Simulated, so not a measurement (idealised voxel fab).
Title: Process Module voxel transistor to metal
285 nm wide, 5 nm square cells: that's cross-section cut.
Cross-section spec: square-cell grid; bands listed top down; each band is one or more rows.
For a band, the entry starts with two heights in nm, that of the top and then that of the bottom, and carries on with the band's materials in order from left to right, each alongside its width in nm; the word "throughout" beside a single material means it fills the band edge to edge, and "air" means empty space.
Convention: height 0 is the level below which the wafer, as received, is all one material. The lowest band does not terminate at the bottom but continues downward, represented as "z 0 and below".
With a width like "30..40", each row of cells in the band differs from the next by the same amount, the top row carrying the first number and the bottom row the second.
Step marked "everything unchanged"? Then no cell in the cross-section changed in it.
Entry "Sealed internal cavities". Content: empty spaces with no open connection to the top, size 8 cells or greater. Each: width x height at distance. Distance: from left edge. Unit: nm.
Read whatever lies past the settings on a step's line as the simulator's own remark about the step.
"overlay nm" answers the question of how far to the right of plan the mask lay on a step that has a mask, and when it is negative the answer is to the left.
Each of the pairs that make up the rest of this document says: here is the cross-section before one process step, here is the cross-section after it, drawn only down to the lowest band that changed, and here, under the pair, is the step lying between them with its settings. Different pairs may come from different runs of this module on the same starting wafer, so a pair continues from the pair above it only where its entry headed "Prior to step" says so.

PRIOR TO STEP
    z 60 to 55  TiN 35 nm, then air 20 nm, then TiN 40 nm, then air 20 nm, then TiN 55 nm, then air 20 nm, then TiN 40 nm, then air 20 nm, then TiN 35 nm
    z 55 to 45  SiO2 30 nm, then TiN 5 nm, then air 20 nm, then TiN 5 nm, then SiO2 30 nm, then TiN 5 nm, then air 20 nm, then TiN 5 nm, then SiO2 45 nm, then TiN 5 nm, then air 20 nm, then TiN 5 nm, then SiO2 30 nm, then TiN 5 nm, then air 20 nm, then TiN 5 nm, then SiO2 30 nm
    z 45 to 40  SiO2 30 nm, then TiN 5 nm, then air 10 nm, then TiN 15 nm, then SiO2 30 nm, then TiN 15 nm, then air 10 nm, then TiN 5 nm, then SiO2 45 nm, then TiN 5 nm, then air 10 nm, then TiN 15 nm, then SiO2 30 nm, then TiN 15 nm, then air 10 nm, then TiN 5 nm, then SiO2 30 nm
    z 40 to 30  SiO2 30 nm, then TiN 5 nm, then air 10 nm, then TiN 5 nm, then SiN 10 nm, then SiO2 5 nm, then SiCN 20 nm, then SiO2 5 nm, then SiN 10 nm, then TiN 5 nm, then air 10 nm, then TiN 5 nm, then SiO2 45 nm, then TiN 5 nm, then air 10 nm, then TiN 5 nm, then SiN 10 nm, then SiO2 5 nm, then SiCN 20 nm, then SiO2 5 nm, then SiN 10 nm, then TiN 5 nm, then air 10 nm, then TiN 5 nm, then SiO2 30 nm
    z 30 to 5  SiO2 30 nm, then TiN 5 nm, then air 10 nm, then TiN 5 nm, then SiN 10 nm, then SiO2 5 nm, then polySi 20 nm, then SiO2 5 nm, then SiN 10 nm, then TiN 5 nm, then air 10 nm, then TiN 5 nm, then SiO2 45 nm, then TiN 5 nm, then air 10 nm, then TiN 5 nm, then SiN 10 nm, then SiO2 5 nm, then polySi 20 nm, then SiO2 5 nm, then SiN 10 nm, then TiN 5 nm, then air 10 nm, then TiN 5 nm, then SiO2 30 nm
    z 5 to 0  SiO2 20 nm, then SiN 10 nm, then TiN 20 nm, then SiN 10 nm, then SiO2 5 nm, then polySi 20 nm, then SiO2 5 nm, then SiN 10 nm, then TiN 20 nm, then SiN 10 nm, then SiO2 25 nm, then SiN 10 nm, then TiN 20 nm, then SiN 10 nm, then SiO2 5 nm, then polySi 20 nm, then SiO2 5 nm, then SiN 10 nm, then TiN 20 nm, then SiN 10 nm, then SiO2 20 nm
    z 0 to -5  SiO2 30 nm, then SiGe 20 nm, then SiO2 50 nm, then SiGe 20 nm, then SiO2 45 nm, then SiGe 20 nm, then SiO2 50 nm, then SiGe 20 nm, then SiO2 30 nm
    z -5 to -10  SiO2 25 nm, then Si 100 nm, then SiO2 35 nm, then Si 100 nm, then SiO2 25 nm
    z -10 to -25  SiO2 20 nm, then Si 110 nm, then SiO2 25 nm, then Si 110 nm, then SiO2 20 nm
    z -25 and below  Si throughout
    Sealed internal cavities: none

POST-STEP CROSS-SECTION
    z 65 to 60  W throughout
    z 60 to 55  TiN 35 nm, then W 20 nm, then TiN 40 nm, then W 20 nm, then TiN 55 nm, then W 20 nm, then TiN 40 nm, then W 20 nm, then TiN 35 nm
    z 55 to 45  SiO2 30 nm, then TiN 5 nm, then W 20 nm, then TiN 5 nm, then SiO2 30 nm, then TiN 5 nm, then W 20 nm, then TiN 5 nm, then SiO2 45 nm, then TiN 5 nm, then W 20 nm, then TiN 5 nm, then SiO2 30 nm, then TiN 5 nm, then W 20 nm, then TiN 5 nm, then SiO2 30 nm
    z 45 to 40  SiO2 30 nm, then TiN 5 nm, then W 10 nm, then TiN 15 nm, then SiO2 30 nm, then TiN 15 nm, then W 10 nm, then TiN 5 nm, then SiO2 45 nm, then TiN 5 nm, then W 10 nm, then TiN 15 nm, then SiO2 30 nm, then TiN 15 nm, then W 10 nm, then TiN 5 nm, then SiO2 30 nm
    z 40 to 30  SiO2 30 nm, then TiN 5 nm, then W 10 nm, then TiN 5 nm, then SiN 10 nm, then SiO2 5 nm, then SiCN 20 nm, then SiO2 5 nm, then SiN 10 nm, then TiN 5 nm, then W 10 nm, then TiN 5 nm, then SiO2 45 nm, then TiN 5 nm, then W 10 nm, then TiN 5 nm, then SiN 10 nm, then SiO2 5 nm, then SiCN 20 nm, then SiO2 5 nm, then SiN 10 nm, then TiN 5 nm, then W 10 nm, then TiN 5 nm, then SiO2 30 nm
    z 30 to 5  SiO2 30 nm, then TiN 5 nm, then W 10 nm, then TiN 5 nm, then SiN 10 nm, then SiO2 5 nm, then polySi 20 nm, then SiO2 5 nm, then SiN 10 nm, then TiN 5 nm, then W 10 nm, then TiN 5 nm, then SiO2 45 nm, then TiN 5 nm, then W 10 nm, then TiN 5 nm, then SiN 10 nm, then SiO2 5 nm, then polySi 20 nm, then SiO2 5 nm, then SiN 10 nm, then TiN 5 nm, then W 10 nm, then TiN 5 nm, then SiO2 30 nm
    Below 5 it's all the same as before, nothing changed down there.
    Sealed internal cavities: none
The before and after cross-sections above are linked by FILL_DEP with material W, thk nm 5

Prior to step: The structure entering this step is exactly what the pair just above shows after its step.

POST-STEP CROSS-SECTION
    z 55 to 45  SiO2 30 nm, then TiN 5 nm, then W 20 nm, then TiN 5 nm, then SiO2 30 nm, then TiN 5 nm, then W 20 nm, then TiN 5 nm, then SiO2 45 nm, then TiN 5 nm, then W 20 nm, then TiN 5 nm, then SiO2 30 nm, then TiN 5 nm, then W 20 nm, then TiN 5 nm, then SiO2 30 nm
    Below 45 it's all the same as before, nothing changed down there.
    Sealed internal cavities: none
The before and after cross-sections above are linked by CMP with height nm 55

Prior to step: The structure entering this step is exactly what the pair just above shows after its step.

POST-STEP CROSS-SECTION
    z 60 to 55  TiN throughout
    Below 55 it's all the same as before, nothing changed down there.
    Sealed internal cavities: none
The before and after cross-sections above are linked by DIRECTIONAL_DEP with material TiN, thk nm 5

Prior to step: The structure entering this step is exactly what the pair just above shows after its step.

POST-STEP CROSS-SECTION
    z 85 to 60  Ru throughout
    Below 60 it's all the same as before, nothing changed down there.
    Sealed internal cavities: none
The before and after cross-sections above are linked by DIRECTIONAL_DEP with material Ru, thk nm 25

Prior to step: The structure entering this step is exactly what the pair just above shows after its step.

POST-STEP CROSS-SECTION
    z 100 to 85  air 30 nm, then resist 20 nm, then air 50 nm, then resist 20 nm, then air 45 nm, then resist 20 nm, then air 50 nm, then resist 20 nm, then air 30 nm
    Below 85 it's all the same as before, nothing changed down there.
    Sealed internal cavities: none
The before and after cross-sections above are linked by PATTERN with tone cover, mask id METAL_1, material resist, width nm 20, thk nm 15, overlay nm 0

Prior to step: The structure entering this step is exactly what the pair just above shows after its step.

POST-STEP CROSS-SECTION
    z 100 to 85  air 30 nm, then resist 20 nm, then air 50 nm, then resist 20 nm, then air 45 nm, then resist 20 nm, then air 50 nm, then resist 20 nm, then air 30 nm
    z 85 to 60  air 30 nm, then Ru 20 nm, then air 50 nm, then Ru 20 nm, then air 45 nm, then Ru 20 nm, then air 50 nm, then Ru 20 nm, then air 30 nm
    Below 60 it's all the same as before, nothing changed down there.
    Sealed internal cavities: none
The before and after cross-sections above are linked by DIRECTIONAL_ETCH with etch materials Ru, depth nm 25

Prior to step: The structure entering this step is exactly what the pair just above shows after its step.

POST-STEP CROSS-SECTION
    z 100 to 85  air 30 nm, then resist 20 nm, then air 50 nm, then resist 20 nm, then air 45 nm, then resist 20 nm, then air 50 nm, then resist 20 nm, then air 30 nm
    z 85 to 60  air 30 nm, then Ru 20 nm, then air 50 nm, then Ru 20 nm, then air 45 nm, then Ru 20 nm, then air 50 nm, then Ru 20 nm, then air 30 nm
    z 60 to 55  air 30 nm, then TiN 20 nm, then air 50 nm, then TiN 20 nm, then air 45 nm, then TiN 20 nm, then air 50 nm, then TiN 20 nm, then air 30 nm
    Below 55 it's all the same as before, nothing changed down there.
    Sealed internal cavities: none
The before and after cross-sections above are linked by DIRECTIONAL_ETCH with etch materials TiN, depth nm 5

Prior to step: The structure entering this step is exactly what the pair just above shows after its step.

POST-STEP CROSS-SECTION
    z 85 to 60  air 30 nm, then Ru 20 nm, then air 50 nm, then Ru 20 nm, then air 45 nm, then Ru 20 nm, then air 50 nm, then Ru 20 nm, then air 30 nm
    Below 60 it's all the same as before, nothing changed down there.
    Sealed internal cavities: none
The before and after cross-sections above are linked by STRIP with etch materials resist

Prior to step: The structure entering this step is exactly what the pair just above shows after its step.

POST-STEP CROSS-SECTION
    z 90 to 85  SiO2 throughout
    z 85 to 60  SiO2 30 nm, then Ru 20 nm, then SiO2 50 nm, then Ru 20 nm, then SiO2 45 nm, then Ru 20 nm, then SiO2 50 nm, then Ru 20 nm, then SiO2 30 nm
    z 60 to 55  SiO2 30 nm, then TiN 20 nm, then SiO2 50 nm, then TiN 20 nm, then SiO2 45 nm, then TiN 20 nm, then SiO2 50 nm, then TiN 20 nm, then SiO2 30 nm
    Below 55 it's all the same as before, nothing changed down there.
    Sealed internal cavities: none
The before and after cross-sections above are linked by FILL_DEP with material SiO2, thk nm 5

Prior to step: The structure entering this step is exactly what the pair just above shows after its step.

POST-STEP CROSS-SECTION
    z 85 to 60  SiO2 30 nm, then Ru 20 nm, then SiO2 50 nm, then Ru 20 nm, then SiO2 45 nm, then Ru 20 nm, then SiO2 50 nm, then Ru 20 nm, then SiO2 30 nm
    Below 60 it's all the same as before, nothing changed down there.
    Sealed internal cavities: none
The before and after cross-sections above are linked by CMP with height nm 85

Prior to step: The structure entering this step is exactly what the pair just above shows after its step.

POST-STEP CROSS-SECTION
    z 90 to 85  SiCN throughout
    Below 85 it's all the same as before, nothing changed down there.
    Sealed internal cavities: none
The before and after cross-sections above are linked by CONFORMAL_DEP with material SiCN, thk nm 5

PRIOR TO STEP
    z 55 to 40  SiO2 throughout
    z 40 to 30  SiO2 50 nm, then SiN 10 nm, then SiO2 5 nm, then SiCN 20 nm, then SiO2 5 nm, then SiN 10 nm, then SiO2 85 nm, then SiN 10 nm, then SiO2 5 nm, then SiCN 20 nm, then SiO2 5 nm, then SiN 10 nm, then SiO2 50 nm
    z 30 to 5  SiO2 50 nm, then SiN 10 nm, then SiO2 5 nm, then polySi 20 nm, then SiO2 5 nm, then SiN 10 nm, then SiO2 85 nm, then SiN 10 nm, then SiO2 5 nm, then polySi 20 nm, then SiO2 5 nm, then SiN 10 nm, then SiO2 50 nm
    z 5 to 0  SiO2 20 nm, then SiN 10 nm, then SiO2 20 nm, then SiN 10 nm, then SiO2 5 nm, then polySi 20 nm, then SiO2 5 nm, then SiN 10 nm, then SiO2 20 nm, then SiN 10 nm, then SiO2 25 nm, then SiN 10 nm, then SiO2 20 nm, then SiN 10 nm, then SiO2 5 nm, then polySi 20 nm, then SiO2 5 nm, then SiN 10 nm, then SiO2 20 nm, then SiN 10 nm, then SiO2 20 nm
    z 0 to -5  SiO2 30 nm, then SiGe 20 nm, then SiO2 50 nm, then SiGe 20 nm, then SiO2 45 nm, then SiGe 20 nm, then SiO2 50 nm, then SiGe 20 nm, then SiO2 30 nm
    z -5 to -25  SiO2 20 nm, then Si 110 nm, then SiO2 25 nm, then Si 110 nm, then SiO2 20 nm
    z -25 and below  Si throughout
    Sealed internal cavities: none

POST-STEP CROSS-SECTION
    z 70 to 40  SiO2 throughout
    Below 40 it's all the same as before, nothing changed down there.
    Sealed internal cavities: none
The before and after cross-sections above are linked by DIRECTIONAL_DEP with material SiO2, thk nm 15

Prior to step: The structure entering this step is exactly what the pair just above shows after its step.

POST-STEP CROSS-SECTION
    z 90 to 70  resist 30 nm, then air 30 nm, then resist 30 nm, then air 30 nm, then resist 45 nm, then air 30 nm, then resist 30 nm, then air 30 nm, then resist 30 nm
    Below 70 it's all the same as before, nothing changed down there.
    Sealed internal cavities: none
The before and after cross-sections above are linked by PATTERN with tone open, mask id CONTACT, material resist, width nm 30, thk nm 20, overlay nm 0

Prior to step: The structure entering this step is exactly what the pair just above shows after its step.

POST-STEP CROSS-SECTION
    z 90 to 70  resist 30 nm, then air 30 nm, then resist 30 nm, then air 30 nm, then resist 45 nm, then air 30 nm, then resist 30 nm, then air 30 nm, then resist 30 nm
    z 70 to 40  SiO2 30 nm, then air 30 nm, then SiO2 30 nm, then air 30 nm, then SiO2 45 nm, then air 30 nm, then SiO2 30 nm, then air 30 nm, then SiO2 30 nm
    z 40 to 30  SiO2 30 nm, then air 20 nm, then SiN 10 nm, then SiO2 5 nm, then SiCN 20 nm, then SiO2 5 nm, then SiN 10 nm, then air 20 nm, then SiO2 45 nm, then air 20 nm, then SiN 10 nm, then SiO2 5 nm, then SiCN 20 nm, then SiO2 5 nm, then SiN 10 nm, then air 20 nm, then SiO2 30 nm
    z 30 to 15  SiO2 30 nm, then air 20 nm, then SiN 10 nm, then SiO2 5 nm, then polySi 20 nm, then SiO2 5 nm, then SiN 10 nm, then air 20 nm, then SiO2 45 nm, then air 20 nm, then SiN 10 nm, then SiO2 5 nm, then polySi 20 nm, then SiO2 5 nm, then SiN 10 nm, then air 20 nm, then SiO2 30 nm
    Below 15 it's all the same as before, nothing changed down there.
    Sealed internal cavities: none
The before and after cross-sections above are linked by DIRECTIONAL_ETCH with etch materials SiO2, depth nm 55

Prior to step: The structure entering this step is exactly what the pair just above shows after its step.

POST-STEP CROSS-SECTION
    z 70 to 40  SiO2 30 nm, then air 30 nm, then SiO2 30 nm, then air 30 nm, then SiO2 45 nm, then air 30 nm, then SiO2 30 nm, then air 30 nm, then SiO2 30 nm
    Below 40 it's all the same as before, nothing changed down there.
    Sealed internal cavities: none
The before and after cross-sections above are linked by STRIP with etch materials resist

Prior to step: The structure entering this step is exactly what the pair just above shows after its step.

POST-STEP CROSS-SECTION
    z 75 to 70  TiN 35 nm, then air 20 nm, then TiN 40 nm, then air 20 nm, then TiN 55 nm, then air 20 nm, then TiN 40 nm, then air 20 nm, then TiN 35 nm
    z 70 to 45  SiO2 30 nm, then TiN 5 nm, then air 20 nm, then TiN 5 nm, then SiO2 30 nm, then TiN 5 nm, then air 20 nm, then TiN 5 nm, then SiO2 45 nm, then TiN 5 nm, then air 20 nm, then TiN 5 nm, then SiO2 30 nm, then TiN 5 nm, then air 20 nm, then TiN 5 nm, then SiO2 30 nm
    z 45 to 40  SiO2 30 nm, then TiN 5 nm, then air 10 nm, then TiN 15 nm, then SiO2 30 nm, then TiN 15 nm, then air 10 nm, then TiN 5 nm, then SiO2 45 nm, then TiN 5 nm, then air 10 nm, then TiN 15 nm, then SiO2 30 nm, then TiN 15 nm, then air 10 nm, then TiN 5 nm, then SiO2 30 nm
    z 40 to 30  SiO2 30 nm, then TiN 5 nm, then air 10 nm, then TiN 5 nm, then SiN 10 nm, then SiO2 5 nm, then SiCN 20 nm, then SiO2 5 nm, then SiN 10 nm, then TiN 5 nm, then air 10 nm, then TiN 5 nm, then SiO2 45 nm, then TiN 5 nm, then air 10 nm, then TiN 5 nm, then SiN 10 nm, then SiO2 5 nm, then SiCN 20 nm, then SiO2 5 nm, then SiN 10 nm, then TiN 5 nm, then air 10 nm, then TiN 5 nm, then SiO2 30 nm
    z 30 to 20  SiO2 30 nm, then TiN 5 nm, then air 10 nm, then TiN 5 nm, then SiN 10 nm, then SiO2 5 nm, then polySi 20 nm, then SiO2 5 nm, then SiN 10 nm, then TiN 5 nm, then air 10 nm, then TiN 5 nm, then SiO2 45 nm, then TiN 5 nm, then air 10 nm, then TiN 5 nm, then SiN 10 nm, then SiO2 5 nm, then polySi 20 nm, then SiO2 5 nm, then SiN 10 nm, then TiN 5 nm, then air 10 nm, then TiN 5 nm, then SiO2 30 nm
    z 20 to 15  SiO2 30 nm, then TiN 20 nm, then SiN 10 nm, then SiO2 5 nm, then polySi 20 nm, then SiO2 5 nm, then SiN 10 nm, then TiN 20 nm, then SiO2 45 nm, then TiN 20 nm, then SiN 10 nm, then SiO2 5 nm, then polySi 20 nm, then SiO2 5 nm, then SiN 10 nm, then TiN 20 nm, then SiO2 30 nm
    Below 15 it's all the same as before, nothing changed down there.
    Sealed internal cavities: none
The before and after cross-sections above are linked by CONFORMAL_DEP with material TiN, thk nm 5

Prior to step: The structure entering this step is exactly what the pair just above shows after its step.

POST-STEP CROSS-SECTION
    z 80 to 75  W throughout
    z 75 to 70  TiN 35 nm, then W 20 nm, then TiN 40 nm, then W 20 nm, then TiN 55 nm, then W 20 nm, then TiN 40 nm, then W 20 nm, then TiN 35 nm
    z 70 to 45  SiO2 30 nm, then TiN 5 nm, then W 20 nm, then TiN 5 nm, then SiO2 30 nm, then TiN 5 nm, then W 20 nm, then TiN 5 nm, then SiO2 45 nm, then TiN 5 nm, then W 20 nm, then TiN 5 nm, then SiO2 30 nm, then TiN 5 nm, then W 20 nm, then TiN 5 nm, then SiO2 30 nm
    z 45 to 40  SiO2 30 nm, then TiN 5 nm, then W 10 nm, then TiN 15 nm, then SiO2 30 nm, then TiN 15 nm, then W 10 nm, then TiN 5 nm, then SiO2 45 nm, then TiN 5 nm, then W 10 nm, then TiN 15 nm, then SiO2 30 nm, then TiN 15 nm, then W 10 nm, then TiN 5 nm, then SiO2 30 nm
    z 40 to 30  SiO2 30 nm, then TiN 5 nm, then W 10 nm, then TiN 5 nm, then SiN 10 nm, then SiO2 5 nm, then SiCN 20 nm, then SiO2 5 nm, then SiN 10 nm, then TiN 5 nm, then W 10 nm, then TiN 5 nm, then SiO2 45 nm, then TiN 5 nm, then W 10 nm, then TiN 5 nm, then SiN 10 nm, then SiO2 5 nm, then SiCN 20 nm, then SiO2 5 nm, then SiN 10 nm, then TiN 5 nm, then W 10 nm, then TiN 5 nm, then SiO2 30 nm
    z 30 to 20  SiO2 30 nm, then TiN 5 nm, then W 10 nm, then TiN 5 nm, then SiN 10 nm, then SiO2 5 nm, then polySi 20 nm, then SiO2 5 nm, then SiN 10 nm, then TiN 5 nm, then W 10 nm, then TiN 5 nm, then SiO2 45 nm, then TiN 5 nm, then W 10 nm, then TiN 5 nm, then SiN 10 nm, then SiO2 5 nm, then polySi 20 nm, then SiO2 5 nm, then SiN 10 nm, then TiN 5 nm, then W 10 nm, then TiN 5 nm, then SiO2 30 nm
    Below 20 it's all the same as before, nothing changed down there.
    Sealed internal cavities: none
The before and after cross-sections above are linked by FILL_DEP with material W, thk nm 5

Prior to step: The structure entering this step is exactly what the pair just above shows after its step.

POST-STEP CROSS-SECTION
    z 55 to 45  SiO2 30 nm, then TiN 5 nm, then W 20 nm, then TiN 5 nm, then SiO2 30 nm, then TiN 5 nm, then W 20 nm, then TiN 5 nm, then SiO2 45 nm, then TiN 5 nm, then W 20 nm, then TiN 5 nm, then SiO2 30 nm, then TiN 5 nm, then W 20 nm, then TiN 5 nm, then SiO2 30 nm
    Below 45 it's all the same as before, nothing changed down there.
    Sealed internal cavities: none
The before and after cross-sections above are linked by CMP with height nm 55

Prior to step: The structure entering this step is exactly what the pair just above shows after its step.

POST-STEP CROSS-SECTION
    z 60 to 55  TiN throughout
    Below 55 it's all the same as before, nothing changed down there.
    Sealed internal cavities: none
The before and after cross-sections above are linked by DIRECTIONAL_DEP with material TiN, thk nm 5

Prior to step: The structure entering this step is exactly what the pair just above shows after its step.

POST-STEP CROSS-SECTION
    z 85 to 60  Ru throughout
    Below 60 it's all the same as before, nothing changed down there.
    Sealed internal cavities: none
The before and after cross-sections above are linked by DIRECTIONAL_DEP with material Ru, thk nm 25

Prior to step: The structure entering this step is exactly what the pair just above shows after its step.

POST-STEP CROSS-SECTION
    z 100 to 85  air 30 nm, then resist 20 nm, then air 50 nm, then resist 20 nm, then air 45 nm, then resist 20 nm, then air 50 nm, then resist 20 nm, then air 30 nm
    Below 85 it's all the same as before, nothing changed down there.
    Sealed internal cavities: none
The before and after cross-sections above are linked by PATTERN with tone cover, mask id METAL_1, material resist, width nm 20, thk nm 15, overlay nm 0

Prior to step: The structure entering this step is exactly what the pair just above shows after its step.

POST-STEP CROSS-SECTION
    z 100 to 85  air 30 nm, then resist 20 nm, then air 50 nm, then resist 20 nm, then air 45 nm, then resist 20 nm, then air 50 nm, then resist 20 nm, then air 30 nm
    z 85 to 60  air 30 nm, then Ru 20 nm, then air 50 nm, then Ru 20 nm, then air 45 nm, then Ru 20 nm, then air 50 nm, then Ru 20 nm, then air 30 nm
    Below 60 it's all the same as before, nothing changed down there.
    Sealed internal cavities: none
The before and after cross-sections above are linked by DIRECTIONAL_ETCH with etch materials Ru, depth nm 25

Prior to step: The structure entering this step is exactly what the pair just above shows after its step.

POST-STEP CROSS-SECTION
    z 100 to 85  air 30 nm, then resist 20 nm, then air 50 nm, then resist 20 nm, then air 45 nm, then resist 20 nm, then air 50 nm, then resist 20 nm, then air 30 nm
    z 85 to 60  air 30 nm, then Ru 20 nm, then air 50 nm, then Ru 20 nm, then air 45 nm, then Ru 20 nm, then air 50 nm, then Ru 20 nm, then air 30 nm
    z 60 to 55  air 30 nm, then TiN 20 nm, then air 50 nm, then TiN 20 nm, then air 45 nm, then TiN 20 nm, then air 50 nm, then TiN 20 nm, then air 30 nm
    Below 55 it's all the same as before, nothing changed down there.
    Sealed internal cavities: none
The before and after cross-sections above are linked by DIRECTIONAL_ETCH with etch materials TiN, depth nm 5

Prior to step: The structure entering this step is exactly what the pair just above shows after its step.

POST-STEP CROSS-SECTION
    z 85 to 60  air 30 nm, then Ru 20 nm, then air 50 nm, then Ru 20 nm, then air 45 nm, then Ru 20 nm, then air 50 nm, then Ru 20 nm, then air 30 nm
    Below 60 it's all the same as before, nothing changed down there.
    Sealed internal cavities: none
The before and after cross-sections above are linked by STRIP with etch materials resist

Prior to step: The structure entering this step is exactly what the pair just above shows after its step.

POST-STEP CROSS-SECTION
    z 90 to 85  SiO2 throughout
    z 85 to 60  SiO2 30 nm, then Ru 20 nm, then SiO2 50 nm, then Ru 20 nm, then SiO2 45 nm, then Ru 20 nm, then SiO2 50 nm, then Ru 20 nm, then SiO2 30 nm
    z 60 to 55  SiO2 30 nm, then TiN 20 nm, then SiO2 50 nm, then TiN 20 nm, then SiO2 45 nm, then TiN 20 nm, then SiO2 50 nm, then TiN 20 nm, then SiO2 30 nm
    Below 55 it's all the same as before, nothing changed down there.
    Sealed internal cavities: none
The before and after cross-sections above are linked by FILL_DEP with material SiO2, thk nm 5

Prior to step: The structure entering this step is exactly what the pair just above shows after its step.

POST-STEP CROSS-SECTION
    z 85 to 60  SiO2 30 nm, then Ru 20 nm, then SiO2 50 nm, then Ru 20 nm, then SiO2 45 nm, then Ru 20 nm, then SiO2 50 nm, then Ru 20 nm, then SiO2 30 nm
    Below 60 it's all the same as before, nothing changed down there.
    Sealed internal cavities: none
The before and after cross-sections above are linked by CMP with height nm 85

Prior to step: The structure entering this step is exactly what the pair just above shows after its step.

POST-STEP CROSS-SECTION
    z 90 to 85  SiCN throughout
    Below 85 it's all the same as before, nothing changed down there.
    Sealed internal cavities: none
The before and after cross-sections above are linked by CONFORMAL_DEP with material SiCN, thk nm 5

PRIOR TO STEP
    z 15 to 5  SiO2 20 nm, then SiN 110 nm, then SiO2 25 nm, then SiN 110 nm, then SiO2 20 nm
    z 5 to 0  SiO2 throughout
    z 0 to -25  SiO2 20 nm, then Si 110 nm, then SiO2 25 nm, then Si 110 nm, then SiO2 20 nm
    z -25 and below  Si throughout
    Sealed internal cavities: none

POST-STEP CROSS-SECTION
    z 15 to 5  SiO2 20 nm, then air 110 nm, then SiO2 25 nm, then air 110 nm, then SiO2 20 nm
    Below 5 it's all the same as before, nothing changed down there.
    Sealed internal cavities: none
The before and after cross-sections above are linked by STRIP with etch materials SiN

Prior to step: The structure entering this step is exactly what the pair just above shows after its step.

POST-STEP CROSS-SECTION
    z 10 to 0  SiO2 15 nm, then air 120 nm, then SiO2 15 nm, then air 120 nm, then SiO2 15 nm
    Below 0 it's all the same as before, nothing changed down there.
    Sealed internal cavities: none
The before and after cross-sections above are linked by SELECTIVE_ETCH with etch materials SiO2, depth nm 5

Prior to step: The structure entering this step is exactly what the pair just above shows after its step.

POST-STEP CROSS-SECTION
    z 5 to 0  SiO2 10 nm, then air 130 nm, then SiO2 5 nm, then air 130 nm, then SiO2 10 nm
    z 0 to -5  SiO2 10 nm, then air 10 nm, then Si 110 nm, then air 10 nm, then SiO2 5 nm, then air 10 nm, then Si 110 nm, then air 10 nm, then SiO2 10 nm
    Below -5 it's all the same as before, nothing changed down there.
    Sealed internal cavities: none
The before and after cross-sections above are linked by SELECTIVE_ETCH with etch materials SiO2, depth nm 5

Prior to step: The structure entering this step is exactly what the pair just above shows after its step.

POST-STEP CROSS-SECTION
    z 5 to 0  SiO2 10 nm, then air 130 nm, then SiO2 5 nm, then air 130 nm, then SiO2 10 nm
    z 0 to -5  SiO2 10 nm, then air 10 nm, then SiO2 110 nm, then air 10 nm, then SiO2 5 nm, then air 10 nm, then SiO2 110 nm, then air 10 nm, then SiO2 10 nm
    z -5 to -10  SiO2 25 nm, then Si 100 nm, then SiO2 35 nm, then Si 100 nm, then SiO2 25 nm
    Below -10 it's all the same as before, nothing changed down there.
    Sealed internal cavities: none
The before and after cross-sections above are linked by OXIDIZE with depth nm 5

Prior to step: The structure entering this step is exactly what the pair just above shows after its step.

POST-STEP CROSS-SECTION
    z 35 to 30  polySi 10 nm, then air 130 nm, then polySi 5 nm, then air 130 nm, then polySi 10 nm
    z 30 to 25  polySi 10 nm, then air 10 nm, then polySi 110 nm, then air 10 nm, then polySi 5 nm, then air 10 nm, then polySi 110 nm, then air 10 nm, then polySi 10 nm
    z 25 to 5  polySi throughout
    z 5 to 0  SiO2 10 nm, then polySi 130 nm, then SiO2 5 nm, then polySi 130 nm, then SiO2 10 nm
    z 0 to -5  SiO2 10 nm, then polySi 10 nm, then SiO2 110 nm, then polySi 10 nm, then SiO2 5 nm, then polySi 10 nm, then SiO2 110 nm, then polySi 10 nm, then SiO2 10 nm
    Below -5 it's all the same as before, nothing changed down there.
    Sealed internal cavities: none
The before and after cross-sections above are linked by DIRECTIONAL_DEP with material polySi, thk nm 30

Prior to step: The structure entering this step is exactly what the pair just above shows after its step.

POST-STEP CROSS-SECTION
    z 45 to 40  SiCN 10 nm, then air 130 nm, then SiCN 5 nm, then air 130 nm, then SiCN 10 nm
    z 40 to 35  SiCN 10 nm, then air 10 nm, then SiCN 110 nm, then air 10 nm, then SiCN 5 nm, then air 10 nm, then SiCN 110 nm, then air 10 nm, then SiCN 10 nm
    z 35 to 30  polySi 10 nm, then SiCN 130 nm, then polySi 5 nm, then SiCN 130 nm, then polySi 10 nm
    z 30 to 25  polySi 10 nm, then SiCN 10 nm, then polySi 110 nm, then SiCN 10 nm, then polySi 5 nm, then SiCN 10 nm, then polySi 110 nm, then SiCN 10 nm, then polySi 10 nm
    Below 25 it's all the same as before, nothing changed down there.
    Sealed internal cavities: none
The before and after cross-sections above are linked by DIRECTIONAL_DEP with material SiCN, thk nm 10

Prior to step: The structure entering this step is exactly what the pair just above shows after its step.

POST-STEP CROSS-SECTION
    z 40 to 35  air 65 nm, then SiCN 20 nm, then air 115 nm, then SiCN 20 nm, then air 65 nm
    z 35 to 30  polySi 10 nm, then air 55 nm, then SiCN 20 nm, then air 55 nm, then polySi 5 nm, then air 55 nm, then SiCN 20 nm, then air 55 nm, then polySi 10 nm
    z 30 to 25  polySi 10 nm, then air 10 nm, then polySi 110 nm, then air 10 nm, then polySi 5 nm, then air 10 nm, then polySi 110 nm, then air 10 nm, then polySi 10 nm
    Below 25 it's all the same as before, nothing changed down there.
    Sealed internal cavities: none
The before and after cross-sections above are linked by MASKED_ETCH with tone cover, mask id GATE, width nm 20, pitch nm 135, etch materials SiCN, depth nm 20, overlay nm 0

Prior to step: The structure entering this step is exactly what the pair just above shows after its step.

POST-STEP CROSS-SECTION
    z 40 to 30  air 65 nm, then SiCN 20 nm, then air 115 nm, then SiCN 20 nm, then air 65 nm
    z 30 to 5  air 65 nm, then polySi 20 nm, then air 115 nm, then polySi 20 nm, then air 65 nm
    z 5 to 0  SiO2 10 nm, then air 55 nm, then polySi 20 nm, then air 55 nm, then SiO2 5 nm, then air 55 nm, then polySi 20 nm, then air 55 nm, then SiO2 10 nm
    z 0 to -5  SiO2 10 nm, then air 10 nm, then SiO2 110 nm, then air 10 nm, then SiO2 5 nm, then air 10 nm, then SiO2 110 nm, then air 10 nm, then SiO2 10 nm
    Below -5 it's all the same as before, nothing changed down there.
    Sealed internal cavities: none
The before and after cross-sections above are linked by MASKED_ETCH with tone cover, mask id GATE, width nm 20, pitch nm 135, etch materials polySi, depth nm 40, overlay nm 0
